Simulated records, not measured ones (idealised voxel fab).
process module | voxel wiring stack
cross-section cut | 290 nm wide | cells 5 nm
A cross-section is a grid of square cells, given in bands from the top down. A band is one or more rows of cells.
Each band's line starts with the height of the band's top and of its bottom, in nm. Then come its materials from left to right, each with its width in nm. One material with "throughout" fills the band from edge to edge. "air" is empty space.
Height 0 is the level under which the wafer as received is all one material. The lowest band goes on downwards, as in "0 down".
A width such as "30 to 40" changes by the same amount from each row of cells to the next, from the band's top row to its bottom row.
"no change" after a step means that no cell of the cross-section changed.
closed voids: empty space of 8 cells or more with no open way to the top, each as width x height at its distance from the left edge, in nm
after a step's settings: what the simulator itself notes on the step
overlay nm, on a step with a mask: how far to the right of its planned place the mask lay; to the left if negative
Each pair below shows a cross-section before one step and the cross-section after it, down to the lowest band that changed. The line under each pair gives the step between them, with its settings. The pairs can come from different runs of this module on the same starting wafer, so a pair continues from the pair above only where its "before" says so.
before
  95 to 85: air 85 | aC 25 | air 20 | aC 25 | air 20 | aC 25 | air 90
  85 to 70: air 85 | W 25 | air 20 | W 25 | air 20 | W 25 | air 90
  70 to 65: air 85 | TiN 25 | air 20 | TiN 25 | air 20 | TiN 25 | air 90
  65 to 45: SiO2 85 | TiN 5 | Cu 5 | TiN 5 | SiO2 30 | TiN 5 | Cu 5 | TiN 5 | SiO2 30 | TiN 5 | Cu 5 | TiN 5 | SiO2 100
  45 to 40: SiCN 85 | TiN 15 | SiCN 30 | TiN 15 | SiCN 30 | TiN 15 | SiCN 100
  40 to 35: lowk 80 | SiN 5 | W 25 | SiN 5 | lowk 10 | SiN 5 | W 25 | SiN 5 | lowk 10 | SiN 5 | W 25 | SiN 5 | lowk 85
  35 to 30: SiN 85 | TiN 25 | SiN 20 | TiN 25 | SiN 20 | TiN 25 | SiN 90
  30 to 0: SiO2 throughout
  0 down: Si throughout
  closed voids: none
after
  85 to 70: air 85 | W 25 | air 20 | W 25 | air 20 | W 25 | air 90
  below 70: unchanged
  closed voids: none
the step between: op STRIP | etch materials aC
before: the cross-section after the pair above
after
  90 to 85: air 80 | SiCN 35 | air 10 | SiCN 35 | air 10 | SiCN 35 | air 85
  85 to 70: air 80 | SiCN 5 | W 25 | SiCN 5 | air 10 | SiCN 5 | W 25 | SiCN 5 | air 10 | SiCN 5 | W 25 | SiCN 5 | air 85
  70 to 65: SiCN 85 | TiN 25 | SiCN 20 | TiN 25 | SiCN 20 | TiN 25 | SiCN 90
  below 65: unchanged
  closed voids: none
the step between: op CONFORMAL_DEP | material SiCN | thk nm 5
before: the cross-section after the pair above
after
  100 to 90: SiO2 throughout
  90 to 85: SiO2 80 | SiCN 35 | SiO2 10 | SiCN 35 | SiO2 10 | SiCN 35 | SiO2 85
  85 to 70: SiO2 80 | SiCN 5 | W 25 | SiCN 5 | SiO2 10 | SiCN 5 | W 25 | SiCN 5 | SiO2 10 | SiCN 5 | W 25 | SiCN 5 | SiO2 85
  below 70: unchanged
  closed voids: none
the step between: op FILL_DEP | material SiO2 | thk nm 10
before: the cross-section after the pair above
after
  85 to 70: SiO2 80 | SiCN 5 | W 25 | SiCN 5 | SiO2 10 | SiCN 5 | W 25 | SiCN 5 | SiO2 10 | SiCN 5 | W 25 | SiCN 5 | SiO2 85
  below 70: unchanged
  closed voids: none
the step between: op CMP | height nm 85
before: the cross-section after the pair above
after
  90 to 85: SiCN throughout
  below 85: unchanged
  closed voids: none
the step between: op CONFORMAL_DEP | material SiCN | thk nm 5
before: the cross-section after the pair above
after
  100 to 90: lowk throughout
  below 90: unchanged
  closed voids: none
the step between: op DIRECTIONAL_DEP | material lowk | thk nm 10
before: the cross-section after the pair above
after
  100 to 90: lowk 85 | air 15 | lowk 30 | air 15 | lowk 30 | air 15 | lowk 100
  below 90: unchanged
  closed voids: none
the step between: op MASKED_ETCH | tone open | mask id PLUG_2 | width nm 15 | pitch nm 45 | etch materials lowk | depth nm 10 | overlay nm 0
before: the cross-section after the pair above
after
  100 to 90: lowk 85 | air 15 | lowk 30 | air 15 | lowk 30 | air 15 | lowk 100
  90 to 85: SiCN 85 | air 15 | SiCN 30 | air 15 | SiCN 30 | air 15 | SiCN 100
  below 85: unchanged
  closed voids: none
the step between: op MASKED_ETCH | tone open | mask id PLUG_2 | width nm 15 | pitch nm 45 | etch materials SiCN | depth nm 5 | overlay nm 0
before: the cross-section after the pair above
after
  105 to 100: TiN 90 | air 5 | TiN 40 | air 5 | TiN 40 | air 5 | TiN 105
  100 to 90: lowk 85 | TiN 5 | air 5 | TiN 5 | lowk 30 | TiN 5 | air 5 | TiN 5 | lowk 30 | TiN 5 | air 5 | TiN 5 | lowk 100
  90 to 85: SiCN 85 | TiN 15 | SiCN 30 | TiN 15 | SiCN 30 | TiN 15 | SiCN 100
  below 85: unchanged
  closed voids: none
the step between: op CONFORMAL_DEP | material TiN | thk nm 5
before: the cross-section after the pair above
after
  115 to 105: W throughout
  105 to 100: TiN 90 | W 5 | TiN 40 | W 5 | TiN 40 | W 5 | TiN 105
  100 to 90: lowk 85 | TiN 5 | W 5 | TiN 5 | lowk 30 | TiN 5 | W 5 | TiN 5 | lowk 30 | TiN 5 | W 5 | TiN 5 | lowk 100
  below 90: unchanged
  closed voids: none
the step between: op FILL_DEP | material W | thk nm 10
before: the cross-section after the pair above
after
  100 to 90: lowk 85 | TiN 5 | W 5 | TiN 5 | lowk 30 | TiN 5 | W 5 | TiN 5 | lowk 30 | TiN 5 | W 5 | TiN 5 | lowk 100
  below 90: unchanged
  closed voids: none
the step between: op CMP | height nm 100
before: the cross-section after the pair above
after
  105 to 100: SiN throughout
  below 100: unchanged
  closed voids: none
the step between: op CONFORMAL_DEP | material SiN | thk nm 5
before: the cross-section after the pair above
after
  125 to 105: SiO2 throughout
  below 105: unchanged
  closed voids: none
the step between: op DIRECTIONAL_DEP | material SiO2 | thk nm 20
before: the cross-section after the pair above
after
  145 to 125: resist 85 | air 25 | resist 20 | air 25 | resist 20 | air 25 | resist 90
  below 125: unchanged
  closed voids: none
the step between: op PATTERN | tone open | mask id METAL_3 | material resist | width nm 25 | pitch nm 45 | thk nm 20 | overlay nm 0
before: the cross-section after the pair above
after
  145 to 125: resist 85 | air 25 | resist 20 | air 25 | resist 20 | air 25 | resist 90
  125 to 105: SiO2 85 | air 25 | SiO2 20 | air 25 | SiO2 20 | air 25 | SiO2 90
  below 105: unchanged
  closed voids: none
the step between: op DIRECTIONAL_ETCH | etch materials SiO2 | depth nm 20
before: the cross-section after the pair above
after
  145 to 125: resist 85 | air 25 | resist 20 | air 25 | resist 20 | air 25 | resist 90
  125 to 105: SiO2 85 | air 25 | SiO2 20 | air 25 | SiO2 20 | air 25 | SiO2 90
  105 to 100: SiN 85 | air 25 | SiN 20 | air 25 | SiN 20 | air 25 | SiN 90
  below 100: unchanged
  closed voids: none
the step between: op DIRECTIONAL_ETCH | etch materials SiN | depth nm 5
before: the cross-section after the pair above
after
  125 to 105: SiO2 85 | air 25 | SiO2 20 | air 25 | SiO2 20 | air 25 | SiO2 90
  below 105: unchanged
  closed voids: none
the step between: op STRIP | etch materials resist
before: the cross-section after the pair above
after
  130 to 125: TiN 90 | air 15 | TiN 30 | air 15 | TiN 30 | air 15 | TiN 95
  125 to 105: SiO2 85 | TiN 5 | air 15 | TiN 5 | SiO2 20 | TiN 5 | air 15 | TiN 5 | SiO2 20 | TiN 5 | air 15 | TiN 5 | SiO2 90
  105 to 100: SiN 85 | TiN 25 | SiN 20 | TiN 25 | SiN 20 | TiN 25 | SiN 90
  below 100: unchanged
  closed voids: none
the step between: op CONFORMAL_DEP | material TiN | thk nm 5
before: the cross-section after the pair above
after
  140 to 130: Ru throughout
  130 to 125: TiN 90 | Ru 15 | TiN 30 | Ru 15 | TiN 30 | Ru 15 | TiN 95
  125 to 105: SiO2 85 | TiN 5 | Ru 15 | TiN 5 | SiO2 20 | TiN 5 | Ru 15 | TiN 5 | SiO2 20 | TiN 5 | Ru 15 | TiN 5 | SiO2 90
  below 105: unchanged
  closed voids: none
the step between: op FILL_DEP | material Ru | thk nm 10
before: the cross-section after the pair above
after
  125 to 105: SiO2 85 | TiN 5 | Ru 15 | TiN 5 | SiO2 20 | TiN 5 | Ru 15 | TiN 5 | SiO2 20 | TiN 5 | Ru 15 | TiN 5 | SiO2 90
  below 105: unchanged
  closed voids: none
the step between: op CMP | height nm 125
before: the cross-section after the pair above
after
  130 to 125: SiN throughout
  below 125: unchanged
  closed voids: none
the step between: op CONFORMAL_DEP | material SiN | thk nm 5
before
  0 down: Si throughout
  closed voids: none
after
  5 to 0: TiN throughout
  below 0: unchanged
  closed voids: none
the step between: op DIRECTIONAL_DEP | material TiN | thk nm 5
before: the cross-section after the pair above
after
  20 to 5: SiO2 throughout
  below 5: unchanged
  closed voids: none
the step between: op CONFORMAL_DEP | material SiO2 | thk nm 15
before: the cross-section after the pair above
after
  40 to 20: W throughout
  below 20: unchanged
  closed voids: none
the step between: op DIRECTIONAL_DEP | material W | thk nm 20
before: the cross-section after the pair above
after
  50 to 40: aC throughout
  below 40: unchanged
  closed voids: none
the step between: op DIRECTIONAL_DEP | material aC | thk nm 10
before: the cross-section after the pair above
after
  80 to 50: air 85 | resist 25 | air 20 | resist 25 | air 20 | resist 25 | air 90
  below 50: unchanged
  closed voids: none
the step between: op PATTERN | tone cover | mask id METAL_1 | material resist | width nm 25 | pitch nm 45 | thk nm 30 | overlay nm 0
before: the cross-section after the pair above
after
  70 to 50: air 85 | resist 25 | air 20 | resist 25 | air 20 | resist 25 | air 90
  50 to 40: air 85 | aC 25 | air 20 | aC 25 | air 20 | aC 25 | air 90
  below 40: unchanged
  closed voids: none
the step between: op DIRECTIONAL_ETCH | etch materials aC | depth nm 10
before: the cross-section after the pair above
after
  50 to 40: air 85 | aC 25 | air 20 | aC 25 | air 20 | aC 25 | air 90
  below 40: unchanged
  closed voids: none
the step between: op STRIP | etch materials resist
before: the cross-section after the pair above
after
  50 to 40: air 85 | aC 25 | air 20 | aC 25 | air 20 | aC 25 | air 90
  40 to 20: air 85 | W 25 | air 20 | W 25 | air 20 | W 25 | air 90
  below 20: unchanged
  closed voids: none
the step between: op DIRECTIONAL_ETCH | etch materials W | depth nm 20
before: the cross-section after the pair above
after
  40 to 20: air 85 | W 25 | air 20 | W 25 | air 20 | W 25 | air 90
  below 20: unchanged
  closed voids: none
the step between: op STRIP | etch materials aC
before: the cross-section after the pair above
after
  45 to 40: air 80 | SiN 35 | air 10 | SiN 35 | air 10 | SiN 35 | air 85
  40 to 25: air 80 | SiN 5 | W 25 | SiN 5 | air 10 | SiN 5 | W 25 | SiN 5 | air 10 | SiN 5 | W 25 | SiN 5 | air 85
  25 to 20: SiN 85 | W 25 | SiN 20 | W 25 | SiN 20 | W 25 | SiN 90
  below 20: unchanged
  closed voids: none
the step between: op CONFORMAL_DEP | material SiN | thk nm 5
before: the cross-section after the pair above
after
  55 to 45: lowk throughout
  45 to 40: lowk 80 | SiN 35 | lowk 10 | SiN 35 | lowk 10 | SiN 35 | lowk 85
  40 to 25: lowk 80 | SiN 5 | W 25 | SiN 5 | lowk 10 | SiN 5 | W 25 | SiN 5 | lowk 10 | SiN 5 | W 25 | SiN 5 | lowk 85
  below 25: unchanged
  closed voids: none
the step between: op FILL_DEP | material lowk | thk nm 10
before: the cross-section after the pair above
after
  40 to 25: lowk 80 | SiN 5 | W 25 | SiN 5 | lowk 10 | SiN 5 | W 25 | SiN 5 | lowk 10 | SiN 5 | W 25 | SiN 5 | lowk 85
  below 25: unchanged
  closed voids: none
the step between: op CMP | height nm 40
before: the cross-section after the pair above
after
  45 to 40: SiCN throughout
  below 40: unchanged
  closed voids: none
the step between: op CONFORMAL_DEP | material SiCN | thk nm 5
before: the cross-section after the pair above
after
  65 to 45: SiO2 throughout
  below 45: unchanged
  closed voids: none
the step between: op DIRECTIONAL_DEP | material SiO2 | thk nm 20
before: the cross-section after the pair above
after
  75 to 65: aC throughout
  below 65: unchanged
  closed voids: none
the step between: op DIRECTIONAL_DEP | material aC | thk nm 10
before: the cross-section after the pair above
after
  100 to 75: resist 85 | air 15 | resist 30 | air 15 | resist 30 | air 15 | resist 100
  below 75: unchanged
  closed voids: none
the step between: op PATTERN | tone open | mask id PLUG_1 | material resist | width nm 15 | pitch nm 45 | thk nm 25 | overlay nm 0
before: the cross-section after the pair above
after
  90 to 75: resist 85 | air 15 | resist 30 | air 15 | resist 30 | air 15 | resist 100
  75 to 65: aC 85 | air 15 | aC 30 | air 15 | aC 30 | air 15 | aC 100
  below 65: unchanged
  closed voids: none
the step between: op DIRECTIONAL_ETCH | etch materials aC | depth nm 10
before: the cross-section after the pair above
after
  75 to 65: aC 85 | air 15 | aC 30 | air 15 | aC 30 | air 15 | aC 100
  below 65: unchanged
  closed voids: none
the step between: op STRIP | etch materials resist
before: the cross-section after the pair above
after
  75 to 65: aC 85 | air 15 | aC 30 | air 15 | aC 30 | air 15 | aC 100
  65 to 45: SiO2 85 | air 15 | SiO2 30 | air 15 | SiO2 30 | air 15 | SiO2 100
  below 45: unchanged
  closed voids: none
the step between: op DIRECTIONAL_ETCH | etch materials SiO2 | depth nm 20
before: the cross-section after the pair above
after
  75 to 65: aC 85 | air 15 | aC 30 | air 15 | aC 30 | air 15 | aC 100
  65 to 45: SiO2 85 | air 15 | SiO2 30 | air 15 | SiO2 30 | air 15 | SiO2 100
  45 to 40: SiCN 85 | air 15 | SiCN 30 | air 15 | SiCN 30 | air 15 | SiCN 100
  below 40: unchanged
  closed voids: none
the step between: op DIRECTIONAL_ETCH | etch materials SiCN | depth nm 5
before: the cross-section after the pair above
after
  65 to 45: SiO2 85 | air 15 | SiO2 30 | air 15 | SiO2 30 | air 15 | SiO2 100
  below 45: unchanged
  closed voids: none
the step between: op STRIP | etch materials aC
before: the cross-section after the pair above
after
  70 to 65: TiN 90 | air 5 | TiN 40 | air 5 | TiN 40 | air 5 | TiN 105
  65 to 45: SiO2 85 | TiN 5 | air 5 | TiN 5 | SiO2 30 | TiN 5 | air 5 | TiN 5 | SiO2 30 | TiN 5 | air 5 | TiN 5 | SiO2 100
  45 to 40: SiCN 85 | TiN 15 | SiCN 30 | TiN 15 | SiCN 30 | TiN 15 | SiCN 100
  below 40: unchanged
  closed voids: none
the step between: op CONFORMAL_DEP | material TiN | thk nm 5
before: the cross-section after the pair above
after
  75 to 70: Cu throughout
  70 to 65: TiN 90 | Cu 5 | TiN 40 | Cu 5 | TiN 40 | Cu 5 | TiN 105
  65 to 45: SiO2 85 | TiN 5 | Cu 5 | TiN 5 | SiO2 30 | TiN 5 | Cu 5 | TiN 5 | SiO2 30 | TiN 5 | Cu 5 | TiN 5 | SiO2 100
  below 45: unchanged
  closed voids: none
the step between: op FILL_DEP | material Cu | thk nm 5
before: the cross-section after the pair above
after
  65 to 45: SiO2 85 | TiN 5 | Cu 5 | TiN 5 | SiO2 30 | TiN 5 | Cu 5 | TiN 5 | SiO2 30 | TiN 5 | Cu 5 | TiN 5 | SiO2 100
  below 45: unchanged
  closed voids: none
the step between: op CMP | height nm 65
before: the cross-section after the pair above
after
  70 to 65: TiN throughout
  below 65: unchanged
  closed voids: none
the step between: op DIRECTIONAL_DEP | material TiN | thk nm 5
before: the cross-section after the pair above
after
  85 to 70: W throughout
  below 70: unchanged
  closed voids: none
the step between: op DIRECTIONAL_DEP | material W | thk nm 15
before: the cross-section after the pair above
after
  95 to 85: aC throughout
  below 85: unchanged
  closed voids: none
the step between: op DIRECTIONAL_DEP | material aC | thk nm 10
before: the cross-section after the pair above
after
  125 to 95: air 85 | resist 25 | air 20 | resist 25 | air 20 | resist 25 | air 90
  below 95: unchanged
  closed voids: none
the step between: op PATTERN | tone cover | mask id METAL_2 | material resist | width nm 25 | pitch nm 45 | thk nm 30 | overlay nm 0
before: the cross-section after the pair above
after
  115 to 95: air 85 | resist 25 | air 20 | resist 25 | air 20 | resist 25 | air 90
  95 to 85: air 85 | aC 25 | air 20 | aC 25 | air 20 | aC 25 | air 90
  below 85: unchanged
  closed voids: none
the step between: op DIRECTIONAL_ETCH | etch materials aC | depth nm 10
before: the cross-section after the pair above
after
  95 to 85: air 85 | aC 25 | air 20 | aC 25 | air 20 | aC 25 | air 90
  below 85: unchanged
  closed voids: none
the step between: op STRIP | etch materials resist
before: the cross-section after the pair above
after
  95 to 85: air 85 | aC 25 | air 20 | aC 25 | air 20 | aC 25 | air 90
  85 to 70: air 85 | W 25 | air 20 | W 25 | air 20 | W 25 | air 90
  below 70: unchanged
  closed voids: none
the step between: op DIRECTIONAL_ETCH | etch materials W | depth nm 15
before: the cross-section after the pair above
after
  95 to 85: air 85 | aC 25 | air 20 | aC 25 | air 20 | aC 25 | air 90
  85 to 70: air 85 | W 25 | air 20 | W 25 | air 20 | W 25 | air 90
  70 to 65: air 85 | TiN 25 | air 20 | TiN 25 | air 20 | TiN 25 | air 90
  below 65: unchanged
  closed voids: none
the step between: op DIRECTIONAL_ETCH | etch materials TiN | depth nm 5
before: the cross-section after the pair above
after
  85 to 70: air 85 | W 25 | air 20 | W 25 | air 20 | W 25 | air 90
  below 70: unchanged
  closed voids: none
the step between: op STRIP | etch materials aC
before: the cross-section after the pair above
after
  90 to 85: air 80 | SiCN 35 | air 10 | SiCN 35 | air 10 | SiCN 35 | air 85
  85 to 70: air 80 | SiCN 5 | W 25 | SiCN 5 | air 10 | SiCN 5 | W 25 | SiCN 5 | air 10 | SiCN 5 | W 25 | SiCN 5 | air 85
  70 to 65: SiCN 85 | TiN 25 | SiCN 20 | TiN 25 | SiCN 20 | TiN 25 | SiCN 90
  below 65: unchanged
  closed voids: none
the step between: op CONFORMAL_DEP | material SiCN | thk nm 5
before: the cross-section after the pair above
after
  100 to 90: SiO2 throughout
  90 to 85: SiO2 80 | SiCN 35 | SiO2 10 | SiCN 35 | SiO2 10 | SiCN 35 | SiO2 85
  85 to 70: SiO2 80 | SiCN 5 | W 25 | SiCN 5 | SiO2 10 | SiCN 5 | W 25 | SiCN 5 | SiO2 10 | SiCN 5 | W 25 | SiCN 5 | SiO2 85
  below 70: unchanged
  closed voids: none
the step between: op FILL_DEP | material SiO2 | thk nm 10
before: the cross-section after the pair above
after
  85 to 70: SiO2 80 | SiCN 5 | W 25 | SiCN 5 | SiO2 10 | SiCN 5 | W 25 | SiCN 5 | SiO2 10 | SiCN 5 | W 25 | SiCN 5 | SiO2 85
  below 70: unchanged
  closed voids: none
the step between: op CMP | height nm 85
before: the cross-section after the pair above
after
  90 to 85: SiCN throughout
  below 85: unchanged
  closed voids: none
the step between: op CONFORMAL_DEP | material SiCN | thk nm 5
before: the cross-section after the pair above
after
  100 to 90: lowk throughout
  below 90: unchanged
  closed voids: none
the step between: op DIRECTIONAL_DEP | material lowk | thk nm 10
before: the cross-section after the pair above
after
  100 to 90: lowk 85 | air 15 | lowk 30 | air 15 | lowk 30 | air 15 | lowk 100
  below 90: unchanged
  closed voids: none
the step between: op MASKED_ETCH | tone open | mask id PLUG_2 | width nm 15 | pitch nm 45 | etch materials lowk | depth nm 10 | overlay nm 0
before: the cross-section after the pair above
after
  100 to 90: lowk 85 | air 15 | lowk 30 | air 15 | lowk 30 | air 15 | lowk 100
  90 to 85: SiCN 85 | air 15 | SiCN 30 | air 15 | SiCN 30 | air 15 | SiCN 100
  below 85: unchanged
  closed voids: none
the step between: op MASKED_ETCH | tone open | mask id PLUG_2 | width nm 15 | pitch nm 45 | etch materials SiCN | depth nm 5 | overlay nm 0
before: the cross-section after the pair above
after
  105 to 100: TiN 90 | air 5 | TiN 40 | air 5 | TiN 40 | air 5 | TiN 105
  100 to 90: lowk 85 | TiN 5 | air 5 | TiN 5 | lowk 30 | TiN 5 | air 5 | TiN 5 | lowk 30 | TiN 5 | air 5 | TiN 5 | lowk 100
  90 to 85: SiCN 85 | TiN 15 | SiCN 30 | TiN 15 | SiCN 30 | TiN 15 | SiCN 100
  below 85: unchanged
  closed voids: none
the step between: op CONFORMAL_DEP | material TiN | thk nm 5
before: the cross-section after the pair above
after
  115 to 105: W throughout
  105 to 100: TiN 90 | W 5 | TiN 40 | W 5 | TiN 40 | W 5 | TiN 105
  100 to 90: lowk 85 | TiN 5 | W 5 | TiN 5 | lowk 30 | TiN 5 | W 5 | TiN 5 | lowk 30 | TiN 5 | W 5 | TiN 5 | lowk 100
  below 90: unchanged
  closed voids: none
the step between: op FILL_DEP | material W | thk nm 10
before: the cross-section after the pair above
after
  100 to 90: lowk 85 | TiN 5 | W 5 | TiN 5 | lowk 30 | TiN 5 | W 5 | TiN 5 | lowk 30 | TiN 5 | W 5 | TiN 5 | lowk 100
  below 90: unchanged
  closed voids: none
the step between: op CMP | height nm 100
before: the cross-section after the pair above
after
  105 to 100: SiN throughout
  below 100: unchanged
  closed voids: none
the step between: op CONFORMAL_DEP | material SiN | thk nm 5
before: the cross-section after the pair above
after
  125 to 105: SiO2 throughout
  below 105: unchanged
  closed voids: none
the step between: op DIRECTIONAL_DEP | material SiO2 | thk nm 20
before: the cross-section after the pair above
after
  145 to 125: resist 85 | air 25 | resist 20 | air 25 | resist 20 | air 25 | resist 90
  below 125: unchanged
  closed voids: none
the step between: op PATTERN | tone open | mask id METAL_3 | material resist | width nm 25 | pitch nm 45 | thk nm 20 | overlay nm 0
before: the cross-section after the pair above
after
  145 to 125: resist 85 | air 25 | resist 20 | air 25 | resist 20 | air 25 | resist 90
  125 to 105: SiO2 85 | air 25 | SiO2 20 | air 25 | SiO2 20 | air 25 | SiO2 90
  below 105: unchanged
  closed voids: none
the step between: op DIRECTIONAL_ETCH | etch materials SiO2 | depth nm 20
before: the cross-section after the pair above
after
  145 to 125: resist 85 | air 25 | resist 20 | air 25 | resist 20 | air 25 | resist 90
  125 to 105: SiO2 85 | air 25 | SiO2 20 | air 25 | SiO2 20 | air 25 | SiO2 90
  105 to 100: SiN 85 | air 25 | SiN 20 | air 25 | SiN 20 | air 25 | SiN 90
  below 100: unchanged
  closed voids: none
the step between: op DIRECTIONAL_ETCH | etch materials SiN | depth nm 5
before: the cross-section after the pair above
after
  125 to 105: SiO2 85 | air 25 | SiO2 20 | air 25 | SiO2 20 | air 25 | SiO2 90
  below 105: unchanged
  closed voids: none
the step between: op STRIP | etch materials resist
before: the cross-section after the pair above
after
  130 to 125: TiN 90 | air 15 | TiN 30 | air 15 | TiN 30 | air 15 | TiN 95
  125 to 105: SiO2 85 | TiN 5 | air 15 | TiN 5 | SiO2 20 | TiN 5 | air 15 | TiN 5 | SiO2 20 | TiN 5 | air 15 | TiN 5 | SiO2 90
  105 to 100: SiN 85 | TiN 25 | SiN 20 | TiN 25 | SiN 20 | TiN 25 | SiN 90
  below 100: unchanged
  closed voids: none
the step between: op CONFORMAL_DEP | material TiN | thk nm 5
before: the cross-section after the pair above
after
  140 to 130: Ru throughout
  130 to 125: TiN 90 | Ru 15 | TiN 30 | Ru 15 | TiN 30 | Ru 15 | TiN 95
  125 to 105: SiO2 85 | TiN 5 | Ru 15 | TiN 5 | SiO2 20 | TiN 5 | Ru 15 | TiN 5 | SiO2 20 | TiN 5 | Ru 15 | TiN 5 | SiO2 90
  below 105: unchanged
  closed voids: none
the step between: op FILL_DEP | material Ru | thk nm 10
before: the cross-section after the pair above
after
  125 to 105: SiO2 85 | TiN 5 | Ru 15 | TiN 5 | SiO2 20 | TiN 5 | Ru 15 | TiN 5 | SiO2 20 | TiN 5 | Ru 15 | TiN 5 | SiO2 90
  below 105: unchanged
  closed voids: none
the step between: op CMP | height nm 125
before: the cross-section after the pair above
after
  130 to 125: SiN throughout
  below 125: unchanged
  closed voids: none
the step between: op CONFORMAL_DEP | material SiN | thk nm 5
before
  20 to 15: TiN throughout
  15 to 0: SiO2 throughout
  0 down: Si throughout
  closed voids: none
after
  30 to 20: W throughout
  below 20: unchanged
  closed voids: none
the step between: op DIRECTIONAL_DEP | material W | thk nm 10
before: the cross-section after the pair above
after
  40 to 30: aC throughout
  below 30: unchanged
  closed voids: none
the step between: op DIRECTIONAL_DEP | material aC | thk nm 10
before: the cross-section after the pair above
after
  70 to 40: air 85 | resist 25 | air 20 | resist 25 | air 20 | resist 25 | air 90
  below 40: unchanged
  closed voids: none
the step between: op PATTERN | tone cover | mask id METAL_1 | material resist | width nm 25 | pitch nm 45 | thk nm 30 | overlay nm 0
before: the cross-section after the pair above
after
  60 to 40: air 85 | resist 25 | air 20 | resist 25 | air 20 | resist 25 | air 90
  40 to 30: air 85 | aC 25 | air 20 | aC 25 | air 20 | aC 25 | air 90
  below 30: unchanged
  closed voids: none
the step between: op DIRECTIONAL_ETCH | etch materials aC | depth nm 10
before: the cross-section after the pair above
after
  40 to 30: air 85 | aC 25 | air 20 | aC 25 | air 20 | aC 25 | air 90
  below 30: unchanged
  closed voids: none
the step between: op STRIP | etch materials resist
before: the cross-section after the pair above
after
  40 to 30: air 85 | aC 25 | air 20 | aC 25 | air 20 | aC 25 | air 90
  30 to 20: air 85 | W 25 | air 20 | W 25 | air 20 | W 25 | air 90
  below 20: unchanged
  closed voids: none
the step between: op DIRECTIONAL_ETCH | etch materials W | depth nm 20
before: the cross-section after the pair above
after
  40 to 30: air 85 | aC 25 | air 20 | aC 25 | air 20 | aC 25 | air 90
  30 to 20: air 85 | W 25 | air 20 | W 25 | air 20 | W 25 | air 90
  20 to 15: air 85 | TiN 25 | air 20 | TiN 25 | air 20 | TiN 25 | air 90
  below 15: unchanged
  closed voids: none
the step between: op DIRECTIONAL_ETCH | etch materials TiN | depth nm 5
before: the cross-section after the pair above
after
  30 to 20: air 85 | W 25 | air 20 | W 25 | air 20 | W 25 | air 90
  below 20: unchanged
  closed voids: none
the step between: op STRIP | etch materials aC
before: the cross-section after the pair above
after
  35 to 30: air 80 | SiN 35 | air 10 | SiN 35 | air 10 | SiN 35 | air 85
  30 to 20: air 80 | SiN 5 | W 25 | SiN 5 | air 10 | SiN 5 | W 25 | SiN 5 | air 10 | SiN 5 | W 25 | SiN 5 | air 85
  20 to 15: SiN 85 | TiN 25 | SiN 20 | TiN 25 | SiN 20 | TiN 25 | SiN 90
  below 15: unchanged
  closed voids: none
the step between: op CONFORMAL_DEP | material SiN | thk nm 5
before: the cross-section after the pair above
after
  45 to 35: lowk throughout
  35 to 30: lowk 80 | SiN 35 | lowk 10 | SiN 35 | lowk 10 | SiN 35 | lowk 85
  30 to 20: lowk 80 | SiN 5 | W 25 | SiN 5 | lowk 10 | SiN 5 | W 25 | SiN 5 | lowk 10 | SiN 5 | W 25 | SiN 5 | lowk 85
  below 20: unchanged
  closed voids: none
the step between: op FILL_DEP | material lowk | thk nm 10
before: the cross-section after the pair above
after
  40 to 35: lowk throughout
  below 35: unchanged
  closed voids: none
the step between: op CMP | height nm 40
before: the cross-section after the pair above
after
  45 to 40: SiCN throughout
  below 40: unchanged
  closed voids: none
the step between: op CONFORMAL_DEP | material SiCN | thk nm 5
before: the cross-section after the pair above
after
  65 to 45: SiO2 throughout
  below 45: unchanged
  closed voids: none
the step between: op DIRECTIONAL_DEP | material SiO2 | thk nm 20
before: the cross-section after the pair above
after
  75 to 65: aC throughout
  below 65: unchanged
  closed voids: none
the step between: op DIRECTIONAL_DEP | material aC | thk nm 10
before: the cross-section after the pair above
after
  100 to 75: resist 85 | air 15 | resist 30 | air 15 | resist 30 | air 15 | resist 100
  below 75: unchanged
  closed voids: none
the step between: op PATTERN | tone open | mask id PLUG_1 | material resist | width nm 15 | pitch nm 45 | thk nm 25 | overlay nm 0
before: the cross-section after the pair above
after
  90 to 75: resist 85 | air 15 | resist 30 | air 15 | resist 30 | air 15 | resist 100
  75 to 65: aC 85 | air 15 | aC 30 | air 15 | aC 30 | air 15 | aC 100
  below 65: unchanged
  closed voids: none
the step between: op DIRECTIONAL_ETCH | etch materials aC | depth nm 10
before: the cross-section after the pair above
after
  75 to 65: aC 85 | air 15 | aC 30 | air 15 | aC 30 | air 15 | aC 100
  below 65: unchanged
  closed voids: none
the step between: op STRIP | etch materials resist
before: the cross-section after the pair above
after
  75 to 65: aC 85 | air 15 | aC 30 | air 15 | aC 30 | air 15 | aC 100
  65 to 45: SiO2 85 | air 15 | SiO2 30 | air 15 | SiO2 30 | air 15 | SiO2 100
  below 45: unchanged
  closed voids: none
the step between: op DIRECTIONAL_ETCH | etch materials SiO2 | depth nm 20
before: the cross-section after the pair above
after
  75 to 65: aC 85 | air 15 | aC 30 | air 15 | aC 30 | air 15 | aC 100
  65 to 45: SiO2 85 | air 15 | SiO2 30 | air 15 | SiO2 30 | air 15 | SiO2 100
  45 to 40: SiCN 85 | air 15 | SiCN 30 | air 15 | SiCN 30 | air 15 | SiCN 100
  below 40: unchanged
  closed voids: none
the step between: op DIRECTIONAL_ETCH | etch materials SiCN | depth nm 5
before: the cross-section after the pair above
after
  65 to 45: SiO2 85 | air 15 | SiO2 30 | air 15 | SiO2 30 | air 15 | SiO2 100
  below 45: unchanged
  closed voids: none
the step between: op STRIP | etch materials aC
before: the cross-section after the pair above
after
  70 to 65: TiN 90 | air 5 | TiN 40 | air 5 | TiN 40 | air 5 | TiN 105
  65 to 45: SiO2 85 | TiN 5 | air 5 | TiN 5 | SiO2 30 | TiN 5 | air 5 | TiN 5 | SiO2 30 | TiN 5 | air 5 | TiN 5 | SiO2 100
  45 to 40: SiCN 85 | TiN 15 | SiCN 30 | TiN 15 | SiCN 30 | TiN 15 | SiCN 100
  below 40: unchanged
  closed voids: none
the step between: op CONFORMAL_DEP | material TiN | thk nm 5
before: the cross-section after the pair above
after
  75 to 70: Cu throughout
  70 to 65: TiN 90 | Cu 5 | TiN 40 | Cu 5 | TiN 40 | Cu 5 | TiN 105
  65 to 45: SiO2 85 | TiN 5 | Cu 5 | TiN 5 | SiO2 30 | TiN 5 | Cu 5 | TiN 5 | SiO2 30 | TiN 5 | Cu 5 | TiN 5 | SiO2 100
  below 45: unchanged
  closed voids: none
the step between: op FILL_DEP | material Cu | thk nm 5
before: the cross-section after the pair above
after
  65 to 45: SiO2 85 | TiN 5 | Cu 5 | TiN 5 | SiO2 30 | TiN 5 | Cu 5 | TiN 5 | SiO2 30 | TiN 5 | Cu 5 | TiN 5 | SiO2 100
  below 45: unchanged
  closed voids: none
the step between: op CMP | height nm 65
before: the cross-section after the pair above
after
  70 to 65: TiN throughout
  below 65: unchanged
  closed voids: none
the step between: op DIRECTIONAL_DEP | material TiN | thk nm 5
